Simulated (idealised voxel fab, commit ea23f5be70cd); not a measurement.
Process module in this document: voxel gate over fins
Section cut is 265 nm wide and gridded with 5 nm square cells.
Format of a cross-section: grid, square cells. Given as bands. Order: top down. Band: one or more rows of cells.
First you get the band's top height and its bottom height, in nm, and then the materials it's made of, left to right, with each width in nm. If you see a single material with "all across", that one covers the band edge to edge. "air" is empty space.
Height 0 is the level under which the wafer as received is all one material. The lowest band goes on downwards, as in "0 -> down".
Note: "30..40" means the width goes from the first number (top row of the band) to the second number (bottom row) in equal steps per row of cells.
"changes: none" means the step left every cell of the cross-section as it was.
Reported under the label "Completely sealed voids" are the empty spaces having no open way to the top and comprising 8 cells or more; the notation for each is width x height at distance, in which the distance is measured from the left edge and all three values are in nm.
On a step's line, text after the settings is the simulator commenting on that step.
A step's line can hold "overlay nm"; with a mask on that step, the setting says how far right of the planned place the mask lay, while a negative setting says it lay to the left.

# Steps in the process plan
| 1 | RECEIVE [material Si] |
| 2 | CONFORMAL_DEP [material SiN] [thk nm 5] |
| 3 | DIRECTIONAL_DEP [material aC] [thk nm 10] |
| 4 | PATTERN [tone cover] [mask id FINS] [material resist] [width nm 15] [pitch nm 40] [thk nm 30] [overlay nm -15] |
| 5 | DIRECTIONAL_ETCH [etch materials aC] [depth nm 10] |
| 6 | STRIP [etch materials resist] |
| 7 | DIRECTIONAL_ETCH [etch materials SiN] [depth nm 5] |
| 8 | DIRECTIONAL_ETCH [etch materials Si] [depth nm 30] |
| 9 | STRIP [etch materials aC] |
| 10 | OXIDIZE [depth nm 5] |
| 11 | FILL_DEP [material SiO2] [thk nm 15] |
| 12 | CMP [height nm 5] |
| 13 | SELECTIVE_ETCH [etch materials SiO2] [depth nm 20] |
| 14 | STRIP [etch materials SiN] |
| 15 | CONFORMAL_DEP [material HfO2] [thk nm 5] |
| 16 | CONFORMAL_DEP [material TiN] [thk nm 5] |
| 17 | FILL_DEP [material W] [thk nm 15] |
| 18 | CMP [height nm 20] |
| 19 | CONFORMAL_DEP [material SiN] [thk nm 10] |
Keep in mind the plan's value for the overlay nm of step 4 comes from the first wafer; the wafers don't share that setting, but they do share the same starting point.

# The first of several wafers as received, shown in cross-section; this is its state after step 1
> 0 -> down = Si all across
> Completely sealed voids: none

# Take a look at the first of several wafers in cross-section: the module is done, and step 19 was its last step
> 30 -> 20 = SiN all across
> 20 -> 10 = W all across
> 10 -> 5 = W (85) | TiN (25) | W (15) | TiN (25) | W (115)
> 5 -> 0 = W (85) | TiN (5) | HfO2 (15) | TiN (5) | W (15) | TiN (5) | HfO2 (15) | TiN (5) | W (115)
> 0 -> -5 = W (85) | TiN (5) | HfO2 (5) | Si (5) | HfO2 (5) | TiN (5) | W (15) | TiN (5) | HfO2 (5) | Si (5) | HfO2 (5) | TiN (5) | W (115)
> -5 -> -10 = TiN (90) | HfO2 (5) | Si (5) | HfO2 (5) | TiN (25) | HfO2 (5) | Si (5) | HfO2 (5) | TiN (120)
> -10 -> -15 = HfO2 (95) | Si (5) | HfO2 (35) | Si (5) | HfO2 (125)
> -15 -> -35 = SiO2 (95) | Si (5) | SiO2 (35) | Si (5) | SiO2 (125)
> -35 -> down = Si all across
> Completely sealed voids: none

# Cross-sectional depiction of the last of several wafers upon completion of the module
> 30 -> 20 = SiN all across
> 20 -> 10 = W all across
> 10 -> 5 = W (115) | TiN (25) | W (15) | TiN (25) | W (85)
> 5 -> 0 = W (115) | TiN (5) | HfO2 (15) | TiN (5) | W (15) | TiN (5) | HfO2 (15) | TiN (5) | W (85)
> 0 -> -5 = W (115) | TiN (5) | HfO2 (5) | Si (5) | HfO2 (5) | TiN (5) | W (15) | TiN (5) | HfO2 (5) | Si (5) | HfO2 (5) | TiN (5) | W (85)
> -5 -> -10 = TiN (120) | HfO2 (5) | Si (5) | HfO2 (5) | TiN (25) | HfO2 (5) | Si (5) | HfO2 (5) | TiN (90)
> -10 -> -15 = HfO2 (125) | Si (5) | HfO2 (35) | Si (5) | HfO2 (95)
> -15 -> -35 = SiO2 (125) | Si (5) | SiO2 (35) | Si (5) | SiO2 (95)
> -35 -> down = Si all across
> Completely sealed voids: none

# What follows is a table in which each wafer occupies a row; for the wafer as it stands at the close of the module, the row states, material by material, how many cells have been gained (+) or lost (-) since receipt, and then gives its closed voids
overlay nm -15; +65 HfO2; -357 Si; +106 SiN; +204 SiO2; +65 TiN; +235 W; Completely sealed voids: none
overlay nm -10; +65 HfO2; -357 Si; +106 SiN; +204 SiO2; +65 TiN; +235 W; Completely sealed voids: none
overlay nm -5; +65 HfO2; -357 Si; +106 SiN; +204 SiO2; +65 TiN; +235 W; Completely sealed voids: none
overlay nm 0; +65 HfO2; -357 Si; +106 SiN; +204 SiO2; +65 TiN; +235 W; Completely sealed voids: none
overlay nm 5; +65 HfO2; -357 Si; +106 SiN; +204 SiO2; +65 TiN; +235 W; Completely sealed voids: none
overlay nm 10; +65 HfO2; -357 Si; +106 SiN; +204 SiO2; +65 TiN; +235 W; Completely sealed voids: none
overlay nm 15; +65 HfO2; -357 Si; +106 SiN; +204 SiO2; +65 TiN; +235 W; Completely sealed voids: none
